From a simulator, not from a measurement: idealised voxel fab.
Documented hereafter: the process module known as voxel air gaps.
Cross-sectional view cut (width: 165 nm; square cell size: 5 nm).
If you're reading a cross-section in this doc, picture square cells in a grid; it comes to you as bands, top ones listed first down to the bottom, and a band can be one or more rows of cells.
Look at the band entry: it leads with the top's height and the bottom's height in nm. Then it lists the materials left to right, with a width in nm for each. The word "full width" on a single material says that material fills the band edge to edge. The word "blank" is empty space.
Heights are measured from 0, the level below which the as-received wafer is all one material; the lowest band has no bottom and continues downward, written as in "0 nm and below".
A width given as "30 to 40" starts at the first number in the band's top row and ends at the second number in its bottom row, shifting by an equal amount at every step from row to row.
Step marked "no modification"? Then no cell in the cross-section changed in it.
Empty spaces without an open route to the top, at least 8 cells in extent, make up the entry "Cavities, sealed"; each is given as width x height at distance, where the distance is measured from the left edge, and all are in nm.
Heads up: the bit after the settings on a step's line is the simulator's remark on that step.
overlay nm: where the mask lay relative to plan, measured to the right, on steps with a mask; negatives go left.
Pairs from here to the end. Each: cross-section before one process step, cross-section after it, the latter only as far down as the lowest band that changed. Under each: the step between, and its settings. Mind that the pairs may be taken from different runs of this module on the same starting wafer; whether a pair continues from the pair above depends on its entry headed "State before", and it does only where that entry says so.

State before:
65 nm to 55 nm | W full width
55 nm to 50 nm | TiN 45 / W 5 / TiN 35 / W 5 / TiN 35 / W 5 / TiN 35
50 nm to 25 nm | SiO2 40 / TiN 5 / W 5 / TiN 5 / SiO2 25 / TiN 5 / W 5 / TiN 5 / SiO2 25 / TiN 5 / W 5 / TiN 5 / SiO2 30
25 nm to 20 nm | SiO2 40 / TiN 15 / SiO2 25 / TiN 15 / SiO2 25 / TiN 15 / SiO2 30
20 nm to 15 nm | SiCN full width
15 nm to 0 nm | SiO2 full width
0 nm and below | Si full width
Cavities, sealed: none

Post-Step Cross-Section:
50 nm to 25 nm | SiO2 40 / TiN 5 / W 5 / TiN 5 / SiO2 25 / TiN 5 / W 5 / TiN 5 / SiO2 25 / TiN 5 / W 5 / TiN 5 / SiO2 30
Below 25, the layers are the same as they were.
Cavities, sealed: none
Between the two cross-sections shown above lies CMP [height nm 50]

State before: after-state, pair directly above.

Post-Step Cross-Section:
60 nm to 50 nm | blank 30 / Ru 35 / blank 5 / Ru 35 / blank 5 / Ru 35 / blank 20
Below 50, the layers are the same as they were.
Cavities, sealed: none
Between the two cross-sections shown above lies EPI [material Ru] [thk nm 10]

State before: after-state, pair directly above.

Post-Step Cross-Section:
60 nm to 50 nm | blank 30 / Ru 35 / blank 5 / Ru 35 / blank 5 / Ru 35 / blank 20
50 nm to 25 nm | blank 40 / TiN 5 / W 5 / TiN 5 / blank 25 / TiN 5 / W 5 / TiN 5 / blank 25 / TiN 5 / W 5 / TiN 5 / blank 30
25 nm to 20 nm | blank 40 / TiN 15 / blank 25 / TiN 15 / blank 25 / TiN 15 / blank 30
Below 20, the layers are the same as they were.
Cavities, sealed: none
Between the two cross-sections shown above lies SELECTIVE_ETCH [etch materials SiO2] [depth nm 40]

State before: after-state, pair directly above.

Post-Step Cross-Section:
65 nm to 60 nm | blank 25 / SiCN 125 / blank 15
60 nm to 50 nm | blank 25 / SiCN 5 / Ru 35 / SiCN 5 / Ru 35 / SiCN 5 / Ru 35 / SiCN 5 / blank 15
50 nm to 45 nm | blank 25 / SiCN 15 / TiN 5 / W 5 / TiN 5 / SiCN 25 / TiN 5 / W 5 / TiN 5 / SiCN 25 / TiN 5 / W 5 / TiN 5 / SiCN 15 / blank 15
45 nm to 25 nm | blank 35 / SiCN 5 / TiN 5 / W 5 / TiN 5 / SiCN 5 / blank 15 / SiCN 5 / TiN 5 / W 5 / TiN 5 / SiCN 5 / blank 15 / SiCN 5 / TiN 5 / W 5 / TiN 5 / SiCN 5 / blank 25
25 nm to 20 nm | SiCN 40 / TiN 15 / SiCN 25 / TiN 15 / SiCN 25 / TiN 15 / SiCN 30
Below 20, the layers are the same as they were.
Cavities, sealed: 15 x 20 at 60; 15 x 20 at 100
Between the two cross-sections shown above lies CONFORMAL_DEP [material SiCN] [thk nm 5]

State before:
15 nm to 0 nm | SiO2 full width
0 nm and below | Si full width
Cavities, sealed: none

Post-Step Cross-Section:
20 nm to 15 nm | TiN full width
Below 15, the layers are the same as they were.
Cavities, sealed: none
Between the two cross-sections shown above lies CONFORMAL_DEP [material TiN] [thk nm 5]

State before: after-state, pair directly above.

Post-Step Cross-Section:
50 nm to 20 nm | SiO2 full width
Below 20, the layers are the same as they were.
Cavities, sealed: none
Between the two cross-sections shown above lies DIRECTIONAL_DEP [material SiO2] [thk nm 30]

State before: after-state, pair directly above.

Post-Step Cross-Section:
60 nm to 50 nm | aC full width
Below 50, the layers are the same as they were.
Cavities, sealed: none
Between the two cross-sections shown above lies DIRECTIONAL_DEP [material aC] [thk nm 10]

State before: after-state, pair directly above.

Post-Step Cross-Section:
85 nm to 60 nm | resist 35 / blank 15 / resist 25 / blank 15 / resist 25 / blank 15 / resist 35
Below 60, the layers are the same as they were.
Cavities, sealed: none
Between the two cross-sections shown above lies PATTERN [tone open] [mask id LINES] [material resist] [width nm 15] [pitch nm 40] [thk nm 25] [overlay nm 0]

State before: after-state, pair directly above.

Post-Step Cross-Section:
75 nm to 60 nm | resist 35 / blank 15 / resist 25 / blank 15 / resist 25 / blank 15 / resist 35
60 nm to 50 nm | aC 35 / blank 15 / aC 25 / blank 15 / aC 25 / blank 15 / aC 35
Below 50, the layers are the same as they were.
Cavities, sealed: none
Between the two cross-sections shown above lies DIRECTIONAL_ETCH [etch materials aC] [depth nm 10]

State before: after-state, pair directly above.

Post-Step Cross-Section:
60 nm to 50 nm | aC 35 / blank 15 / aC 25 / blank 15 / aC 25 / blank 15 / aC 35
Below 50, the layers are the same as they were.
Cavities, sealed: none
Between the two cross-sections shown above lies STRIP [etch materials resist]

State before: after-state, pair directly above.

Post-Step Cross-Section:
60 nm to 50 nm | aC 35 / blank 15 / aC 25 / blank 15 / aC 25 / blank 15 / aC 35
50 nm to 20 nm | SiO2 35 / blank 15 / SiO2 25 / blank 15 / SiO2 25 / blank 15 / SiO2 35
Below 20, the layers are the same as they were.
Cavities, sealed: none
Between the two cross-sections shown above lies DIRECTIONAL_ETCH [etch materials SiO2] [depth nm 30]

State before: after-state, pair directly above.

Post-Step Cross-Section:
50 nm to 20 nm | SiO2 35 / blank 15 / SiO2 25 / blank 15 / SiO2 25 / blank 15 / SiO2 35
Below 20, the layers are the same as they were.
Cavities, sealed: none
Between the two cross-sections shown above lies STRIP [etch materials aC]

State before: after-state, pair directly above.

Post-Step Cross-Section:
55 nm to 50 nm | TiN 40 / blank 5 / TiN 35 / blank 5 / TiN 35 / blank 5 / TiN 40
50 nm to 25 nm | SiO2 35 / TiN 5 / blank 5 / TiN 5 / SiO2 25 / TiN 5 / blank 5 / TiN 5 / SiO2 25 / TiN 5 / blank 5 / TiN 5 / SiO2 35
25 nm to 20 nm | SiO2 35 / TiN 15 / SiO2 25 / TiN 15 / SiO2 25 / TiN 15 / SiO2 35
Below 20, the layers are the same as they were.
Cavities, sealed: none
Between the two cross-sections shown above lies CONFORMAL_DEP [material TiN] [thk nm 5]

State before: after-state, pair directly above.

Post-Step Cross-Section:
65 nm to 55 nm | W full width
55 nm to 50 nm | TiN 40 / W 5 / TiN 35 / W 5 / TiN 35 / W 5 / TiN 40
50 nm to 25 nm | SiO2 35 / TiN 5 / W 5 / TiN 5 / SiO2 25 / TiN 5 / W 5 / TiN 5 / SiO2 25 / TiN 5 / W 5 / TiN 5 / SiO2 35
Below 25, the layers are the same as they were.
Cavities, sealed: none
Between the two cross-sections shown above lies FILL_DEP [material W] [thk nm 10]

State before: after-state, pair directly above.

Post-Step Cross-Section:
50 nm to 25 nm | SiO2 35 / TiN 5 / W 5 / TiN 5 / SiO2 25 / TiN 5 / W 5 / TiN 5 / SiO2 25 / TiN 5 / W 5 / TiN 5 / SiO2 35
Below 25, the layers are the same as they were.
Cavities, sealed: none
Between the two cross-sections shown above lies CMP [height nm 50]

State before: after-state, pair directly above.

Post-Step Cross-Section:
60 nm to 50 nm | blank 25 / Ru 35 / blank 5 / Ru 35 / blank 5 / Ru 35 / blank 25
Below 50, the layers are the same as they were.
Cavities, sealed: none
Between the two cross-sections shown above lies EPI [material Ru] [thk nm 10]

State before: after-state, pair directly above.

Post-Step Cross-Section:
60 nm to 50 nm | blank 25 / Ru 35 / blank 5 / Ru 35 / blank 5 / Ru 35 / blank 25
50 nm to 25 nm | blank 35 / TiN 5 / W 5 / TiN 5 / blank 25 / TiN 5 / W 5 / TiN 5 / blank 25 / TiN 5 / W 5 / TiN 5 / blank 35
25 nm to 20 nm | blank 35 / TiN 15 / blank 25 / TiN 15 / blank 25 / TiN 15 / blank 35
Below 20, the layers are the same as they were.
Cavities, sealed: none
Between the two cross-sections shown above lies SELECTIVE_ETCH [etch materials SiO2] [depth nm 40]

State before: after-state, pair directly above.

Post-Step Cross-Section:
65 nm to 60 nm | blank 20 / SiCN 125 / blank 20
60 nm to 50 nm | blank 20 / SiCN 5 / Ru 35 / SiCN 5 / Ru 35 / SiCN 5 / Ru 35 / SiCN 5 / blank 20
50 nm to 45 nm | blank 20 / SiCN 15 / TiN 5 / W 5 / TiN 5 / SiCN 25 / TiN 5 / W 5 / TiN 5 / SiCN 25 / TiN 5 / W 5 / TiN 5 / SiCN 15 / blank 20
45 nm to 25 nm | blank 30 / SiCN 5 / TiN 5 / W 5 / TiN 5 / SiCN 5 / blank 15 / SiCN 5 / TiN 5 / W 5 / TiN 5 / SiCN 5 / blank 15 / SiCN 5 / TiN 5 / W 5 / TiN 5 / SiCN 5 / blank 30
25 nm to 20 nm | SiCN 35 / TiN 15 / SiCN 25 / TiN 15 / SiCN 25 / TiN 15 / SiCN 35
Below 20, the layers are the same as they were.
Cavities, sealed: 15 x 20 at 55; 15 x 20 at 95
Between the two cross-sections shown above lies CONFORMAL_DEP [material SiCN] [thk nm 5]

State before:
60 nm to 50 nm | aC full width
50 nm to 20 nm | SiO2 full width
20 nm to 15 nm | SiCN full width
15 nm to 0 nm | SiO2 full width
0 nm and below | Si full width
Cavities, sealed: none

Post-Step Cross-Section:
85 nm to 60 nm | blank 35 / resist 15 / blank 25 / resist 15 / blank 25 / resist 15 / blank 35
Below 60, the layers are the same as they were.
Cavities, sealed: none
Between the two cross-sections shown above lies PATTERN [tone cover] [mask id LINES] [material resist] [width nm 15] [pitch nm 40] [thk nm 25] [overlay nm 0]

State before: after-state, pair directly above.

Post-Step Cross-Section:
75 nm to 60 nm | blank 35 / resist 15 / blank 25 / resist 15 / blank 25 / resist 15 / blank 35
60 nm to 50 nm | blank 35 / aC 15 / blank 25 / aC 15 / blank 25 / aC 15 / blank 35
Below 50, the layers are the same as they were.
Cavities, sealed: none
Between the two cross-sections shown above lies DIRECTIONAL_ETCH [etch materials aC] [depth nm 10]

State before: after-state, pair directly above.

Post-Step Cross-Section:
60 nm to 50 nm | blank 35 / aC 15 / blank 25 / aC 15 / blank 25 / aC 15 / blank 35
Below 50, the layers are the same as they were.
Cavities, sealed: none
Between the two cross-sections shown above lies STRIP [etch materials resist]

State before: after-state, pair directly above.

Post-Step Cross-Section:
60 nm to 50 nm | blank 35 / aC 15 / blank 25 / aC 15 / blank 25 / aC 15 / blank 35
50 nm to 20 nm | blank 35 / SiO2 15 / blank 25 / SiO2 15 / blank 25 / SiO2 15 / blank 35
Below 20, the layers are the same as they were.
Cavities, sealed: none
Between the two cross-sections shown above lies DIRECTIONAL_ETCH [etch materials SiO2] [depth nm 30]

State before: after-state, pair directly above.

Post-Step Cross-Section:
50 nm to 20 nm | blank 35 / SiO2 15 / blank 25 / SiO2 15 / blank 25 / SiO2 15 / blank 35
Below 20, the layers are the same as they were.
Cavities, sealed: none
Between the two cross-sections shown above lies STRIP [etch materials aC]

State before: after-state, pair directly above.

Post-Step Cross-Section:
55 nm to 50 nm | blank 30 / TiN 25 / blank 15 / TiN 25 / blank 15 / TiN 25 / blank 30
50 nm to 25 nm | blank 30 / TiN 5 / SiO2 15 / TiN 5 / blank 15 / TiN 5 / SiO2 15 / TiN 5 / blank 15 / TiN 5 / SiO2 15 / TiN 5 / blank 30
25 nm to 20 nm | TiN 35 / SiO2 15 / TiN 25 / SiO2 15 / TiN 25 / SiO2 15 / TiN 35
Below 20, the layers are the same as they were.
Cavities, sealed: none
Between the two cross-sections shown above lies CONFORMAL_DEP [material TiN] [thk nm 5]

State before: after-state, pair directly above.

Post-Step Cross-Section:
65 nm to 55 nm | W full width
55 nm to 50 nm | W 30 / TiN 25 / W 15 / TiN 25 / W 15 / TiN 25 / W 30
50 nm to 25 nm | W 30 / TiN 5 / SiO2 15 / TiN 5 / W 15 / TiN 5 / SiO2 15 / TiN 5 / W 15 / TiN 5 / SiO2 15 / TiN 5 / W 30
Below 25, the layers are the same as they were.
Cavities, sealed: none
Between the two cross-sections shown above lies FILL_DEP [material W] [thk nm 10]

State before: after-state, pair directly above.

Post-Step Cross-Section:
50 nm to 25 nm | W 30 / TiN 5 / SiO2 15 / TiN 5 / W 15 / TiN 5 / SiO2 15 / TiN 5 / W 15 / TiN 5 / SiO2 15 / TiN 5 / W 30
Below 25, the layers are the same as they were.
Cavities, sealed: none
Between the two cross-sections shown above lies CMP [height nm 50]

State before: after-state, pair directly above.

Post-Step Cross-Section:
60 nm to 50 nm | Ru full width
Below 50, the layers are the same as they were.
Cavities, sealed: none
Between the two cross-sections shown above lies EPI [material Ru] [thk nm 10]

State before: after-state, pair directly above.

Post-Step Cross-Section:
65 nm to 60 nm | SiCN full width
Below 60, the layers are the same as they were.
Cavities, sealed: none
Between the two cross-sections shown above lies CONFORMAL_DEP [material SiCN] [thk nm 5]
